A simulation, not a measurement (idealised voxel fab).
The following process module bears the name voxel capacitor over wiring.
In the cross-section labelled cut, the width is 215 nm and each square cell is 5 nm.
Cross-sections here: square-cell grids, written as top-down lists of bands, a band being one or more rows of cells.
In this notation a band is specified by the heights of its top and bottom, in that order and in nm, after which its materials appear from left to right, each paired with its width in nm. The word "edge to edge" attached to a single material means that material fills the band from edge to edge; the word "air" stands for empty space.
Note: height 0 marks the level under which the wafer is uniformly one material as received. Lowest band unbounded below, written "z 0 and below".
Width "30 to 40": first value at the band's top row of cells, second value at its bottom row, equal change from row to row.
A step reported as "nothing was modified" is a step in which no cell of the cross-section changed.
Empty spaces without an open route to the top, at least 8 cells in extent, make up the entry "Voids, fully enclosed"; each is given as width x height at distance, where the distance is measured from the left edge, and all are in nm.
On each step's line, the part that comes after the settings is the simulator's own comment on the step.
overlay nm: on a step with a mask, how far right of its planned place the mask lay; negative means left.
Everything after this point is organized in pairs: a cross-section before one process step, a cross-section after it that shows only as deep as the lowest changed band, and, under the pair, the intervening step with its settings. Because different runs of this module on the same starting wafer can supply different pairs, a pair continues from the pair above it only if its entry headed "Status quo ante" says so.
Status quo ante
- z 65 to 60  SiO2 edge to edge
- z 60 to 35  55 SiO2 | 20 Ru | 60 SiO2 | 20 Ru | 60 SiO2
- z 35 to 30  55 SiO2 | 20 TiN | 60 SiO2 | 20 TiN | 60 SiO2
- z 30 to 0  SiO2 edge to edge
- z 0 and below  Si edge to edge
- Voids, fully enclosed: none
Sectional Result
- z 45 to 35  55 SiO2 | 20 Ru | 60 SiO2 | 20 Ru | 60 SiO2
- Below a height of 35, the structure has not been altered.
- Voids, fully enclosed: none
For reference, the processing step occurring between the two cross-sections presented above is as follows: op CMP | height nm 45
Status quo ante: the pre-step structure is the one depicted after the step in the pair just above.
Sectional Result
- z 50 to 45  SiCN edge to edge
- Below a height of 45, the structure has not been altered.
- Voids, fully enclosed: none
For reference, the processing step occurring between the two cross-sections presented above is as follows: op CONFORMAL_DEP | material SiCN | thk nm 5
Status quo ante: the pre-step structure is the one depicted after the step in the pair just above.
Sectional Result
- z 60 to 50  SiO2 edge to edge
- Below a height of 50, the structure has not been altered.
- Voids, fully enclosed: none
For reference, the processing step occurring between the two cross-sections presented above is as follows: op DIRECTIONAL_DEP | material SiO2 | thk nm 10
Status quo ante: the pre-step structure is the one depicted after the step in the pair just above.
Sectional Result
- z 75 to 60  60 resist | 15 air | 140 resist
- Below a height of 60, the structure has not been altered.
- Voids, fully enclosed: none
For reference, the processing step occurring between the two cross-sections presented above is as follows: op PATTERN | tone open | mask id PLUG_1 | material resist | width nm 15 | thk nm 15 | overlay nm 0
Status quo ante: the pre-step structure is the one depicted after the step in the pair just above.
Sectional Result
- z 75 to 60  60 resist | 15 air | 140 resist
- z 60 to 50  60 SiO2 | 15 air | 140 SiO2
- Below a height of 50, the structure has not been altered.
- Voids, fully enclosed: none
For reference, the processing step occurring between the two cross-sections presented above is as follows: op DIRECTIONAL_ETCH | etch materials SiO2 | depth nm 10
Status quo ante: the pre-step structure is the one depicted after the step in the pair just above.
Sectional Result
- z 75 to 60  60 resist | 15 air | 140 resist
- z 60 to 50  60 SiO2 | 15 air | 140 SiO2
- z 50 to 45  60 SiCN | 15 air | 140 SiCN
- Below a height of 45, the structure has not been altered.
- Voids, fully enclosed: none
For reference, the processing step occurring between the two cross-sections presented above is as follows: op DIRECTIONAL_ETCH | etch materials SiCN | depth nm 5
Status quo ante: the pre-step structure is the one depicted after the step in the pair just above.
Sectional Result
- z 60 to 50  60 SiO2 | 15 air | 140 SiO2
- Below a height of 50, the structure has not been altered.
- Voids, fully enclosed: none
For reference, the processing step occurring between the two cross-sections presented above is as follows: op STRIP | etch materials resist
Status quo ante: the pre-step structure is the one depicted after the step in the pair just above.
Sectional Result
- z 60 to 55  60 SiO2 | 15 air | 140 SiO2
- z 55 to 50  60 SiO2 | 15 Ru | 140 SiO2
- z 50 to 45  60 SiCN | 15 Ru | 140 SiCN
- Below a height of 45, the structure has not been altered.
- Voids, fully enclosed: none
For reference, the processing step occurring between the two cross-sections presented above is as follows: op EPI | material Ru | thk nm 10
Status quo ante: the pre-step structure is the one depicted after the step in the pair just above.
Sectional Result
- z 60 to 50  60 SiO2 | 15 Ru | 140 SiO2
- Below a height of 50, the structure has not been altered.
- Voids, fully enclosed: none
For reference, the processing step occurring between the two cross-sections presented above is as follows: op EPI | material Ru | thk nm 5
Status quo ante: the pre-step structure is the one depicted after the step in the pair just above.
Sectional Result
- z 70 to 60  TiN edge to edge
- Below a height of 60, the structure has not been altered.
- Voids, fully enclosed: none
For reference, the processing step occurring between the two cross-sections presented above is as follows: op DIRECTIONAL_DEP | material TiN | thk nm 10
Status quo ante: the pre-step structure is the one depicted after the step in the pair just above.
Sectional Result
- z 75 to 70  Al2O3 edge to edge
- Below a height of 70, the structure has not been altered.
- Voids, fully enclosed: none
For reference, the processing step occurring between the two cross-sections presented above is as follows: op DIRECTIONAL_DEP | material Al2O3 | thk nm 5
Status quo ante: the pre-step structure is the one depicted after the step in the pair just above.
Sectional Result
- z 80 to 75  TiN edge to edge
- Below a height of 75, the structure has not been altered.
- Voids, fully enclosed: none
For reference, the processing step occurring between the two cross-sections presented above is as follows: op DIRECTIONAL_DEP | material TiN | thk nm 5
Status quo ante: the pre-step structure is the one depicted after the step in the pair just above.
Sectional Result
- z 95 to 80  aC edge to edge
- Below a height of 80, the structure has not been altered.
- Voids, fully enclosed: none
For reference, the processing step occurring between the two cross-sections presented above is as follows: op DIRECTIONAL_DEP | material aC | thk nm 15
Status quo ante: the pre-step structure is the one depicted after the step in the pair just above.
Sectional Result
- z 125 to 95  60 air | 65 resist | 90 air
- Below a height of 95, the structure has not been altered.
- Voids, fully enclosed: none
For reference, the processing step occurring between the two cross-sections presented above is as follows: op PATTERN | tone cover | mask id UPPER_PLATE | material resist | width nm 65 | thk nm 30 | overlay nm 0
Status quo ante: the pre-step structure is the one depicted after the step in the pair just above.
Sectional Result
- z 110 to 95  60 air | 65 resist | 90 air
- z 95 to 80  60 air | 65 aC | 90 air
- Below a height of 80, the structure has not been altered.
- Voids, fully enclosed: none
For reference, the processing step occurring between the two cross-sections presented above is as follows: op DIRECTIONAL_ETCH | etch materials aC | depth nm 15
Status quo ante: the pre-step structure is the one depicted after the step in the pair just above.
Sectional Result
- z 95 to 80  60 air | 65 aC | 90 air
- Below a height of 80, the structure has not been altered.
- Voids, fully enclosed: none
For reference, the processing step occurring between the two cross-sections presented above is as follows: op STRIP | etch materials resist
Status quo ante: the pre-step structure is the one depicted after the step in the pair just above.
Sectional Result
- z 95 to 80  60 air | 65 aC | 90 air
- z 80 to 75  60 air | 65 TiN | 90 air
- Below a height of 75, the structure has not been altered.
- Voids, fully enclosed: none
For reference, the processing step occurring between the two cross-sections presented above is as follows: op DIRECTIONAL_ETCH | etch materials TiN | depth nm 5
Status quo ante: the pre-step structure is the one depicted after the step in the pair just above.
Sectional Result
- z 95 to 80  60 air | 65 aC | 90 air
- z 80 to 75  60 air | 65 TiN | 90 air
- z 75 to 70  60 air | 65 Al2O3 | 90 air
- Below a height of 70, the structure has not been altered.
- Voids, fully enclosed: none
For reference, the processing step occurring between the two cross-sections presented above is as follows: op DIRECTIONAL_ETCH | etch materials Al2O3 | depth nm 5
Status quo ante: the pre-step structure is the one depicted after the step in the pair just above.
Sectional Result
- z 80 to 75  60 air | 65 TiN | 90 air
- Below a height of 75, the structure has not been altered.
- Voids, fully enclosed: none
For reference, the processing step occurring between the two cross-sections presented above is as follows: op STRIP | etch materials aC
Status quo ante: the pre-step structure is the one depicted after the step in the pair just above.
Sectional Result
- z 100 to 80  55 air | 75 resist | 85 air
- z 80 to 75  55 air | 5 resist | 65 TiN | 5 resist | 85 air
- z 75 to 70  55 air | 5 resist | 65 Al2O3 | 5 resist | 85 air
- Below a height of 70, the structure has not been altered.
- Voids, fully enclosed: none
For reference, the processing step occurring between the two cross-sections presented above is as follows: op PATTERN | tone cover | mask id LOWER_PLATE | material resist | width nm 75 | thk nm 20 | overlay nm 0
Status quo ante: the pre-step structure is the one depicted after the step in the pair just above.
Sectional Result
- z 100 to 80  55 air | 75 resist | 85 air
- z 80 to 75  55 air | 5 resist | 65 TiN | 5 resist | 85 air
- z 75 to 70  55 air | 5 resist | 65 Al2O3 | 5 resist | 85 air
- z 70 to 60  55 air | 75 TiN | 85 air
- Below a height of 60, the structure has not been altered.
- Voids, fully enclosed: none
For reference, the processing step occurring between the two cross-sections presented above is as follows: op DIRECTIONAL_ETCH | etch materials TiN | depth nm 10
Status quo ante: the pre-step structure is the one depicted after the step in the pair just above.
Sectional Result
- z 80 to 75  60 air | 65 TiN | 90 air
- z 75 to 70  60 air | 65 Al2O3 | 90 air
- Below a height of 70, the structure has not been altered.
- Voids, fully enclosed: none
For reference, the processing step occurring between the two cross-sections presented above is as follows: op STRIP | etch materials resist
Status quo ante: the pre-step structure is the one depicted after the step in the pair just above.
Sectional Result
- z 95 to 80  SiO2 edge to edge
- z 80 to 75  60 SiO2 | 65 TiN | 90 SiO2
- z 75 to 70  60 SiO2 | 65 Al2O3 | 90 SiO2
- z 70 to 60  55 SiO2 | 75 TiN | 85 SiO2
- Below a height of 60, the structure has not been altered.
- Voids, fully enclosed: none
For reference, the processing step occurring between the two cross-sections presented above is as follows: op FILL_DEP | material SiO2 | thk nm 15
Status quo ante: the pre-step structure is the one depicted after the step in the pair just above.
Sectional Result
- z 90 to 80  SiO2 edge to edge
- Below a height of 80, the structure has not been altered.
- Voids, fully enclosed: none
For reference, the processing step occurring between the two cross-sections presented above is as follows: op CMP | height nm 90
Status quo ante: the pre-step structure is the one depicted after the step in the pair just above.
Sectional Result
- z 105 to 90  70 resist | 15 air | 130 resist
- Below a height of 90, the structure has not been altered.
- Voids, fully enclosed: none
For reference, the processing step occurring between the two cross-sections presented above is as follows: op PATTERN | tone open | mask id PLUG_2 | material resist | width nm 15 | thk nm 15 | overlay nm 0
Status quo ante: the pre-step structure is the one depicted after the step in the pair just above.
Sectional Result
- z 105 to 90  70 resist | 15 air | 130 resist
- z 90 to 80  70 SiO2 | 15 air | 130 SiO2
- Below a height of 80, the structure has not been altered.
- Voids, fully enclosed: none
For reference, the processing step occurring between the two cross-sections presented above is as follows: op DIRECTIONAL_ETCH | etch materials SiO2 | depth nm 10
Status quo ante: the pre-step structure is the one depicted after the step in the pair just above.
Sectional Result
- z 90 to 80  70 SiO2 | 15 air | 130 SiO2
- Below a height of 80, the structure has not been altered.
- Voids, fully enclosed: none
For reference, the processing step occurring between the two cross-sections presented above is as follows: op STRIP | etch materials resist
Status quo ante: the pre-step structure is the one depicted after the step in the pair just above.
Sectional Result
- z 95 to 90  75 TiN | 5 air | 135 TiN
- z 90 to 85  70 SiO2 | 5 TiN | 5 air | 5 TiN | 130 SiO2
- z 85 to 75  70 to 60 SiO2 | 15 to 65 TiN | 130 to 90 SiO2
- Below a height of 75, the structure has not been altered.
- Voids, fully enclosed: none
For reference, the processing step occurring between the two cross-sections presented above is as follows: op CONFORMAL_DEP | material TiN | thk nm 5
Status quo ante: the pre-step structure is the one depicted after the step in the pair just above.
Sectional Result
- z 105 to 95  W edge to edge
- z 95 to 90  75 TiN | 5 W | 135 TiN
- z 90 to 85  70 SiO2 | 5 TiN | 5 W | 5 TiN | 130 SiO2
- Below a height of 85, the structure has not been altered.
- Voids, fully enclosed: none
For reference, the processing step occurring between the two cross-sections presented above is as follows: op FILL_DEP | material W | thk nm 10
Status quo ante: the pre-step structure is the one depicted after the step in the pair just above.
Sectional Result
- z 90 to 85  70 SiO2 | 5 TiN | 5 W | 5 TiN | 130 SiO2
- Below a height of 85, the structure has not been altered.
- Voids, fully enclosed: none
For reference, the processing step occurring between the two cross-sections presented above is as follows: op CMP | height nm 90
Status quo ante: the pre-step structure is the one depicted after the step in the pair just above.
Sectional Result
- z 95 to 90  SiCN edge to edge
- Below a height of 90, the structure has not been altered.
- Voids, fully enclosed: none
For reference, the processing step occurring between the two cross-sections presented above is as follows: op CONFORMAL_DEP | material SiCN | thk nm 5
Status quo ante
- z 45 to 20  55 SiO2 | 20 Ru | 60 SiO2 | 20 Ru | 60 SiO2
- z 20 to 15  55 SiO2 | 20 TiN | 60 SiO2 | 20 TiN | 60 SiO2
- z 15 to 0  SiO2 edge to edge
- z 0 and below  Si edge to edge
- Voids, fully enclosed: none
Sectional Result
- z 55 to 45  SiO2 edge to edge
- Below a height of 45, the structure has not been altered.
- Voids, fully enclosed: none
For reference, the processing step occurring between the two cross-sections presented above is as follows: op DIRECTIONAL_DEP | material SiO2 | thk nm 10
Status quo ante: the pre-step structure is the one depicted after the step in the pair just above.
Sectional Result
- z 60 to 55  SiCN edge to edge
- Below a height of 55, the structure has not been altered.
- Voids, fully enclosed: none
For reference, the processing step occurring between the two cross-sections presented above is as follows: op CONFORMAL_DEP | material SiCN | thk nm 5
Status quo ante: the pre-step structure is the one depicted after the step in the pair just above.
Sectional Result
- z 75 to 60  60 resist | 15 air | 140 resist
- Below a height of 60, the structure has not been altered.
- Voids, fully enclosed: none
For reference, the processing step occurring between the two cross-sections presented above is as follows: op PATTERN | tone open | mask id PLUG_1 | material resist | width nm 15 | thk nm 15 | overlay nm 0
Status quo ante: the pre-step structure is the one depicted after the step in the pair just above.
Sectional Result
- z 75 to 60  60 resist | 15 air | 140 resist
- z 60 to 55  60 SiCN | 15 air | 140 SiCN
- Below a height of 55, the structure has not been altered.
- Voids, fully enclosed: none
For reference, the processing step occurring between the two cross-sections presented above is as follows: op DIRECTIONAL_ETCH | etch materials SiCN | depth nm 5
Status quo ante: the pre-step structure is the one depicted after the step in the pair just above.
Sectional Result
- z 60 to 55  60 SiCN | 15 air | 140 SiCN
- Below a height of 55, the structure has not been altered.
- Voids, fully enclosed: none
For reference, the processing step occurring between the two cross-sections presented above is as follows: op STRIP | etch materials resist
Status quo ante: the pre-step structure is the one depicted after the step in the pair just above.
Sectional Result
- z 70 to 65  60 TiN | 15 air | 140 TiN
- z 65 to 60  TiN edge to edge
- z 60 to 55  60 SiCN | 15 TiN | 140 SiCN
- Below a height of 55, the structure has not been altered.
- Voids, fully enclosed: none
For reference, the processing step occurring between the two cross-sections presented above is as follows: op DIRECTIONAL_DEP | material TiN | thk nm 10
Status quo ante: the pre-step structure is the one depicted after the step in the pair just above.
Sectional Result
- z 75 to 70  60 Al2O3 | 15 air | 140 Al2O3
- z 70 to 65  60 TiN | 15 Al2O3 | 140 TiN
- Below a height of 65, the structure has not been altered.
- Voids, fully enclosed: none
For reference, the processing step occurring between the two cross-sections presented above is as follows: op DIRECTIONAL_DEP | material Al2O3 | thk nm 5
Status quo ante: the pre-step structure is the one depicted after the step in the pair just above.
Sectional Result
- z 80 to 75  60 TiN | 15 air | 140 TiN
- z 75 to 70  60 Al2O3 | 15 TiN | 140 Al2O3
- Below a height of 70, the structure has not been altered.
- Voids, fully enclosed: none
For reference, the processing step occurring between the two cross-sections presented above is as follows: op DIRECTIONAL_DEP | material TiN | thk nm 5
Status quo ante: the pre-step structure is the one depicted after the step in the pair just above.
Sectional Result
- z 95 to 90  60 aC | 15 air | 140 aC
- z 90 to 80  aC edge to edge
- z 80 to 75  60 TiN | 15 aC | 140 TiN
- Below a height of 75, the structure has not been altered.
- Voids, fully enclosed: none
For reference, the processing step occurring between the two cross-sections presented above is as follows: op DIRECTIONAL_DEP | material aC | thk nm 15
Status quo ante: the pre-step structure is the one depicted after the step in the pair just above.
Sectional Result
- z 125 to 95  60 air | 65 resist | 90 air
- z 95 to 90  60 aC | 15 resist | 140 aC
- Below a height of 90, the structure has not been altered.
- Voids, fully enclosed: none
For reference, the processing step occurring between the two cross-sections presented above is as follows: op PATTERN | tone cover | mask id UPPER_PLATE | material resist | width nm 65 | thk nm 30 | overlay nm 0
Status quo ante: the pre-step structure is the one depicted after the step in the pair just above.
Sectional Result
- z 110 to 95  60 air | 65 resist | 90 air
- z 95 to 90  60 air | 15 resist | 50 aC | 90 air
- z 90 to 80  60 air | 65 aC | 90 air
- Below a height of 80, the structure has not been altered.
- Voids, fully enclosed: none
For reference, the processing step occurring between the two cross-sections presented above is as follows: op DIRECTIONAL_ETCH | etch materials aC | depth nm 15
Status quo ante: the pre-step structure is the one depicted after the step in the pair just above.
Sectional Result
- z 95 to 90  75 air | 50 aC | 90 air
- Below a height of 90, the structure has not been altered.
- Voids, fully enclosed: none
For reference, the processing step occurring between the two cross-sections presented above is as follows: op STRIP | etch materials resist
Status quo ante: the pre-step structure is the one depicted after the step in the pair just above.
Sectional Result
- z 95 to 90  75 air | 50 aC | 90 air
- z 90 to 80  60 air | 65 aC | 90 air
- z 80 to 75  60 air | 15 aC | 50 TiN | 90 air
- Below a height of 75, the structure has not been altered.
- Voids, fully enclosed: none
For reference, the processing step occurring between the two cross-sections presented above is as follows: op DIRECTIONAL_ETCH | etch materials TiN | depth nm 5
Status quo ante: the pre-step structure is the one depicted after the step in the pair just above.
Sectional Result
- z 95 to 90  75 air | 50 aC | 90 air
- z 90 to 80  60 air | 65 aC | 90 air
- z 80 to 75  60 air | 15 aC | 50 TiN | 90 air
- z 75 to 70  60 air | 15 TiN | 50 Al2O3 | 90 air
- Below a height of 70, the structure has not been altered.
- Voids, fully enclosed: none
For reference, the processing step occurring between the two cross-sections presented above is as follows: op DIRECTIONAL_ETCH | etch materials Al2O3 | depth nm 5
Status quo ante: the pre-step structure is the one depicted after the step in the pair just above.
Sectional Result
- z 80 to 75  75 air | 50 TiN | 90 air
- Below a height of 75, the structure has not been altered.
- Voids, fully enclosed: none
For reference, the processing step occurring between the two cross-sections presented above is as follows: op STRIP | etch materials aC
Status quo ante: the pre-step structure is the one depicted after the step in the pair just above.
Sectional Result
- z 100 to 80  55 air | 75 resist | 85 air
- z 80 to 75  55 air | 20 resist | 50 TiN | 5 resist | 85 air
- z 75 to 70  55 air | 5 resist | 15 TiN | 50 Al2O3 | 5 resist | 85 air
- Below a height of 70, the structure has not been altered.
- Voids, fully enclosed: none
For reference, the processing step occurring between the two cross-sections presented above is as follows: op PATTERN | tone cover | mask id LOWER_PLATE | material resist | width nm 75 | thk nm 20 | overlay nm 0
Status quo ante: the pre-step structure is the one depicted after the step in the pair just above.
Sectional Result
- z 100 to 80  55 air | 75 resist | 85 air
- z 80 to 75  55 air | 20 resist | 50 TiN | 5 resist | 85 air
- z 75 to 70  55 air | 5 resist | 15 TiN | 50 Al2O3 | 5 resist | 85 air
- z 70 to 65  55 air | 5 TiN | 15 Al2O3 | 55 TiN | 85 air
- z 65 to 60  55 air | 75 TiN | 85 air
- Below a height of 60, the structure has not been altered.
- Voids, fully enclosed: none
For reference, the processing step occurring between the two cross-sections presented above is as follows: op DIRECTIONAL_ETCH | etch materials TiN | depth nm 10
Status quo ante: the pre-step structure is the one depicted after the step in the pair just above.
Sectional Result
- z 80 to 75  75 air | 50 TiN | 90 air
- z 75 to 70  60 air | 15 TiN | 50 Al2O3 | 90 air
- Below a height of 70, the structure has not been altered.
- Voids, fully enclosed: none
For reference, the processing step occurring between the two cross-sections presented above is as follows: op STRIP | etch materials resist
Status quo ante: the pre-step structure is the one depicted after the step in the pair just above.
Sectional Result
- z 95 to 80  SiO2 edge to edge
- z 80 to 75  75 SiO2 | 50 TiN | 90 SiO2
- z 75 to 70  60 SiO2 | 15 TiN | 50 Al2O3 | 90 SiO2
- z 70 to 65  55 SiO2 | 5 TiN | 15 Al2O3 | 55 TiN | 85 SiO2
- z 65 to 60  55 SiO2 | 75 TiN | 85 SiO2
- Below a height of 60, the structure has not been altered.
- Voids, fully enclosed: none
For reference, the processing step occurring between the two cross-sections presented above is as follows: op FILL_DEP | material SiO2 | thk nm 15
Status quo ante: the pre-step structure is the one depicted after the step in the pair just above.
Sectional Result
- z 90 to 80  SiO2 edge to edge
- Below a height of 80, the structure has not been altered.
- Voids, fully enclosed: none
For reference, the processing step occurring between the two cross-sections presented above is as follows: op CMP | height nm 90
Status quo ante: the pre-step structure is the one depicted after the step in the pair just above.
Sectional Result
- z 105 to 90  70 resist | 15 air | 130 resist
- Below a height of 90, the structure has not been altered.
- Voids, fully enclosed: none
For reference, the processing step occurring between the two cross-sections presented above is as follows: op PATTERN | tone open | mask id PLUG_2 | material resist | width nm 15 | thk nm 15 | overlay nm 0
Status quo ante: the pre-step structure is the one depicted after the step in the pair just above.
Sectional Result
- z 105 to 90  70 resist | 15 air | 130 resist
- z 90 to 80  70 SiO2 | 15 air | 130 SiO2
- Below a height of 80, the structure has not been altered.
- Voids, fully enclosed: none
For reference, the processing step occurring between the two cross-sections presented above is as follows: op DIRECTIONAL_ETCH | etch materials SiO2 | depth nm 10
Status quo ante: the pre-step structure is the one depicted after the step in the pair just above.
Sectional Result
- z 90 to 80  70 SiO2 | 15 air | 130 SiO2
- Below a height of 80, the structure has not been altered.
- Voids, fully enclosed: none
For reference, the processing step occurring between the two cross-sections presented above is as follows: op STRIP | etch materials resist
Status quo ante: the pre-step structure is the one depicted after the step in the pair just above.
Sectional Result
- z 95 to 90  75 TiN | 5 air | 135 TiN
- z 90 to 85  70 SiO2 | 5 TiN | 5 air | 5 TiN | 130 SiO2
- z 85 to 75  70 to 75 SiO2 | 15 to 50 TiN | 130 to 90 SiO2
- Below a height of 75, the structure has not been altered.
- Voids, fully enclosed: none
For reference, the processing step occurring between the two cross-sections presented above is as follows: op CONFORMAL_DEP | material TiN | thk nm 5
Status quo ante: the pre-step structure is the one depicted after the step in the pair just above.
Sectional Result
- z 105 to 95  W edge to edge
- z 95 to 90  75 TiN | 5 W | 135 TiN
- z 90 to 85  70 SiO2 | 5 TiN | 5 W | 5 TiN | 130 SiO2
- Below a height of 85, the structure has not been altered.
- Voids, fully enclosed: none
For reference, the processing step occurring between the two cross-sections presented above is as follows: op FILL_DEP | material W | thk nm 10
Status quo ante: the pre-step structure is the one depicted after the step in the pair just above.
Sectional Result
- z 90 to 85  70 SiO2 | 5 TiN | 5 W | 5 TiN | 130 SiO2
- Below a height of 85, the structure has not been altered.
- Voids, fully enclosed: none
For reference, the processing step occurring between the two cross-sections presented above is as follows: op CMP | height nm 90
Status quo ante: the pre-step structure is the one depicted after the step in the pair just above.
Sectional Result
- z 95 to 90  SiCN edge to edge
- Below a height of 90, the structure has not been altered.
- Voids, fully enclosed: none
For reference, the processing step occurring between the two cross-sections presented above is as follows: op CONFORMAL_DEP | material SiCN | thk nm 5
Status quo ante
- z 105 to 95  W edge to edge
- z 95 to 90  75 TiN | 5 W | 135 TiN
- z 90 to 85  70 SiO2 | 5 TiN | 5 W | 5 TiN | 130 SiO2
- z 85 to 75  70 to 60 SiO2 | 15 to 65 TiN | 130 to 90 SiO2
- z 75 to 70  60 SiO2 | 65 Al2O3 | 90 SiO2
- z 70 to 60  55 SiO2 | 75 TiN | 85 SiO2
- z 60 to 50  60 SiO2 | 15 Ru | 140 SiO2
- z 50 to 45  60 SiCN | 15 Ru | 140 SiCN
- z 45 to 20  55 SiO2 | 20 Ru | 60 SiO2 | 20 Ru | 60 SiO2
- z 20 to 15  55 SiO2 | 20 TiN | 60 SiO2 | 20 TiN | 60 SiO2
- z 15 to 0  SiO2 edge to edge
- z 0 and below  Si edge to edge
- Voids, fully enclosed: none
Sectional Result
- z 80 to 75  60 SiO2 | 65 TiN | 90 SiO2
- Below a height of 75, the structure has not been altered.
- Voids, fully enclosed: none
For reference, the processing step occurring between the two cross-sections presented above is as follows: op CMP | height nm 80
Status quo ante: the pre-step structure is the one depicted after the step in the pair just above.
Sectional Result
- z 85 to 80  SiCN edge to edge
- Below a height of 80, the structure has not been altered.
- Voids, fully enclosed: none
For reference, the processing step occurring between the two cross-sections presented above is as follows: op CONFORMAL_DEP | material SiCN | thk nm 5
Status quo ante
- z 60 to 50  SiO2 edge to edge
- z 50 to 45  SiCN edge to edge
- z 45 to 20  55 SiO2 | 20 Ru | 60 SiO2 | 20 Ru | 60 SiO2
- z 20 to 15  55 SiO2 | 20 TiN | 60 SiO2 | 20 TiN | 60 SiO2
- z 15 to 0  SiO2 edge to edge
- z 0 and below  Si edge to edge
- Voids, fully enclosed: none
Sectional Result
- z 75 to 60  60 resist | 20 air | 135 resist
- Below a height of 60, the structure has not been altered.
- Voids, fully enclosed: none
For reference, the processing step occurring between the two cross-sections presented above is as follows: op PATTERN | tone open | mask id PLUG_1 | material resist | width nm 20 | thk nm 15 | overlay nm 0
Status quo ante: the pre-step structure is the one depicted after the step in the pair just above.
Sectional Result
- z 75 to 60  60 resist | 20 air | 135 resist
- z 60 to 50  60 SiO2 | 20 air | 135 SiO2
- Below a height of 50, the structure has not been altered.
- Voids, fully enclosed: none
For reference, the processing step occurring between the two cross-sections presented above is as follows: op DIRECTIONAL_ETCH | etch materials SiO2 | depth nm 10
Status quo ante: the pre-step structure is the one depicted after the step in the pair just above.
Sectional Result
- z 75 to 60  60 resist | 20 air | 135 resist
- z 60 to 50  60 SiO2 | 20 air | 135 SiO2
- z 50 to 45  60 SiCN | 20 air | 135 SiCN
- Below a height of 45, the structure has not been altered.
- Voids, fully enclosed: none
For reference, the processing step occurring between the two cross-sections presented above is as follows: op DIRECTIONAL_ETCH | etch materials SiCN | depth nm 5
Status quo ante: the pre-step structure is the one depicted after the step in the pair just above.
Sectional Result
- z 60 to 50  60 SiO2 | 20 air | 135 SiO2
- Below a height of 50, the structure has not been altered.
- Voids, fully enclosed: none
For reference, the processing step occurring between the two cross-sections presented above is as follows: op STRIP | etch materials resist
Status quo ante: the pre-step structure is the one depicted after the step in the pair just above.
Sectional Result
- z 60 to 55  60 SiO2 | 20 air | 135 SiO2
- z 55 to 50  60 SiO2 | 20 Ru | 135 SiO2
- z 50 to 45  60 SiCN | 20 Ru | 135 SiCN
- Below a height of 45, the structure has not been altered.
- Voids, fully enclosed: none
For reference, the processing step occurring between the two cross-sections presented above is as follows: op EPI | material Ru | thk nm 10
Status quo ante: the pre-step structure is the one depicted after the step in the pair just above.
Sectional Result
- z 60 to 50  60 SiO2 | 20 Ru | 135 SiO2
- Below a height of 50, the structure has not been altered.
- Voids, fully enclosed: none
For reference, the processing step occurring between the two cross-sections presented above is as follows: op EPI | material Ru | thk nm 5
Status quo ante: the pre-step structure is the one depicted after the step in the pair just above.
Sectional Result
- z 70 to 60  TiN edge to edge
- Below a height of 60, the structure has not been altered.
- Voids, fully enclosed: none
For reference, the processing step occurring between the two cross-sections presented above is as follows: op DIRECTIONAL_DEP | material TiN | thk nm 10
Status quo ante: the pre-step structure is the one depicted after the step in the pair just above.
Sectional Result
- z 75 to 70  Al2O3 edge to edge
- Below a height of 70, the structure has not been altered.
- Voids, fully enclosed: none
For reference, the processing step occurring between the two cross-sections presented above is as follows: op DIRECTIONAL_DEP | material Al2O3 | thk nm 5
Status quo ante: the pre-step structure is the one depicted after the step in the pair just above.
Sectional Result
- z 80 to 75  TiN edge to edge
- Below a height of 75, the structure has not been altered.
- Voids, fully enclosed: none
For reference, the processing step occurring between the two cross-sections presented above is as follows: op DIRECTIONAL_DEP | material TiN | thk nm 5
Status quo ante: the pre-step structure is the one depicted after the step in the pair just above.
Sectional Result
- z 95 to 80  aC edge to edge
- Below a height of 80, the structure has not been altered.
- Voids, fully enclosed: none
For reference, the processing step occurring between the two cross-sections presented above is as follows: op DIRECTIONAL_DEP | material aC | thk nm 15
Status quo ante: the pre-step structure is the one depicted after the step in the pair just above.
Sectional Result
- z 125 to 95  60 air | 65 resist | 90 air
- Below a height of 95, the structure has not been altered.
- Voids, fully enclosed: none
For reference, the processing step occurring between the two cross-sections presented above is as follows: op PATTERN | tone cover | mask id UPPER_PLATE | material resist | width nm 65 | thk nm 30 | overlay nm 0
Status quo ante: the pre-step structure is the one depicted after the step in the pair just above.
Sectional Result
- z 110 to 95  60 air | 65 resist | 90 air
- z 95 to 80  60 air | 65 aC | 90 air
- Below a height of 80, the structure has not been altered.
- Voids, fully enclosed: none
For reference, the processing step occurring between the two cross-sections presented above is as follows: op DIRECTIONAL_ETCH | etch materials aC | depth nm 15
Status quo ante: the pre-step structure is the one depicted after the step in the pair just above.
Sectional Result
- z 95 to 80  60 air | 65 aC | 90 air
- Below a height of 80, the structure has not been altered.
- Voids, fully enclosed: none
For reference, the processing step occurring between the two cross-sections presented above is as follows: op STRIP | etch materials resist
Status quo ante: the pre-step structure is the one depicted after the step in the pair just above.
Sectional Result
- z 95 to 80  60 air | 65 aC | 90 air
- z 80 to 75  60 air | 65 TiN | 90 air
- Below a height of 75, the structure has not been altered.
- Voids, fully enclosed: none
For reference, the processing step occurring between the two cross-sections presented above is as follows: op DIRECTIONAL_ETCH | etch materials TiN | depth nm 5
Status quo ante: the pre-step structure is the one depicted after the step in the pair just above.
Sectional Result
- z 95 to 80  60 air | 65 aC | 90 air
- z 80 to 75  60 air | 65 TiN | 90 air
- z 75 to 70  60 air | 65 Al2O3 | 90 air
- Below a height of 70, the structure has not been altered.
- Voids, fully enclosed: none
For reference, the processing step occurring between the two cross-sections presented above is as follows: op DIRECTIONAL_ETCH | etch materials Al2O3 | depth nm 5
Status quo ante: the pre-step structure is the one depicted after the step in the pair just above.
Sectional Result
- z 80 to 75  60 air | 65 TiN | 90 air
- Below a height of 75, the structure has not been altered.
- Voids, fully enclosed: none
For reference, the processing step occurring between the two cross-sections presented above is as follows: op STRIP | etch materials aC
Status quo ante: the pre-step structure is the one depicted after the step in the pair just above.
Sectional Result
- z 100 to 80  55 air | 75 resist | 85 air
- z 80 to 75  55 air | 5 resist | 65 TiN | 5 resist | 85 air
- z 75 to 70  55 air | 5 resist | 65 Al2O3 | 5 resist | 85 air
- Below a height of 70, the structure has not been altered.
- Voids, fully enclosed: none
For reference, the processing step occurring between the two cross-sections presented above is as follows: op PATTERN | tone cover | mask id LOWER_PLATE | material resist | width nm 75 | thk nm 20 | overlay nm 0
Status quo ante: the pre-step structure is the one depicted after the step in the pair just above.
Sectional Result
- z 100 to 80  55 air | 75 resist | 85 air
- z 80 to 75  55 air | 5 resist | 65 TiN | 5 resist | 85 air
- z 75 to 70  55 air | 5 resist | 65 Al2O3 | 5 resist | 85 air
- z 70 to 60  55 air | 75 TiN | 85 air
- Below a height of 60, the structure has not been altered.
- Voids, fully enclosed: none
For reference, the processing step occurring between the two cross-sections presented above is as follows: op DIRECTIONAL_ETCH | etch materials TiN | depth nm 10
